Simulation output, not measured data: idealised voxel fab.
The process module that follows is named voxel trench capacitor.
The cross-section shown here is cut; it is 210 nm wide and divided into square cells measuring 5 nm on a side.
Cross-section format: a grid of square cells, given as bands from top to bottom; each band is one or more rows of cells.
Heads up on the band format: heights come first, top then bottom, in nm. After that it's the materials left to right, each with its width in nm. A single material flagged "edge to edge" fills the whole band edge to edge, and "air" means there's empty space there.
Ref level 0: as-received wafer is one material below here. Bottom band extends down with no lower bound ("0 and below").
Quick explanation for "30..40": the width changes in equal steps down the rows of cells, from the first number in the band's top row to the second number in its bottom row.
A step reported as "identical to before" is a step in which no cell of the cross-section changed.
Empty spaces without an open route to the top, at least 8 cells in extent, make up the entry "Closed cavities"; each is given as width x height at distance, where the distance is measured from the left edge, and all are in nm.
after a step's settings: what the simulator itself notes on the step
overlay nm, on a step with a mask: how far to the right of its planned place the mask lay; to the left if negative
[The steps planned for the process are as follows]
1. RECEIVE: material Si
2. CONFORMAL_DEP: material SiN, thk nm 10
3. DIRECTIONAL_DEP: material aC, thk nm 10
4. PATTERN: tone open, mask id TRENCH, material resist, width nm 15, pitch nm 30, thk nm 30, overlay nm 0
5. DIRECTIONAL_ETCH: etch materials aC, depth nm 10
6. STRIP: etch materials resist
7. DIRECTIONAL_ETCH: etch materials SiN, depth nm 10
8. DIRECTIONAL_ETCH: etch materials Si, depth nm 30
9. STRIP: etch materials aC
10. CONFORMAL_DEP: material SiO2, thk nm 5
11. FILL_DEP: material polySi, thk nm 10
12. CMP: height nm 10
[The cross-section here shows the wafer as received, i.e. in its state after step 1]
- 0 and below | Si edge to edge
- Closed cavities: none
[The following cross-section depicts the wafer upon conclusion of the module. Processing commenced from the starting condition illustrated above and adhered to the plan illustrated above, save for one mistake in execution]
- 10 down to 0 | SiN: 55  SiO2: 5  polySi: 5  SiO2: 5  SiN: 15  SiO2: 5  polySi: 5  SiO2: 5  SiN: 15  SiO2: 5  polySi: 5  SiO2: 5  SiN: 80
- 0 down to -25 | Si: 55  SiO2: 5  polySi: 5  SiO2: 5  Si: 15  SiO2: 5  polySi: 5  SiO2: 5  Si: 15  SiO2: 5  polySi: 5  SiO2: 5  Si: 80
- -25 down to -30 | Si: 55  SiO2: 15  Si: 15  SiO2: 15  Si: 15  SiO2: 15  Si: 80
- -30 and below | Si edge to edge
- Closed cavities: none
What broke from the plan during processing? not per plan at step 4, really ran PATTERN: tone open, mask id TRENCH, material resist, width nm 15, pitch nm 30, thk nm 30, overlay nm -10
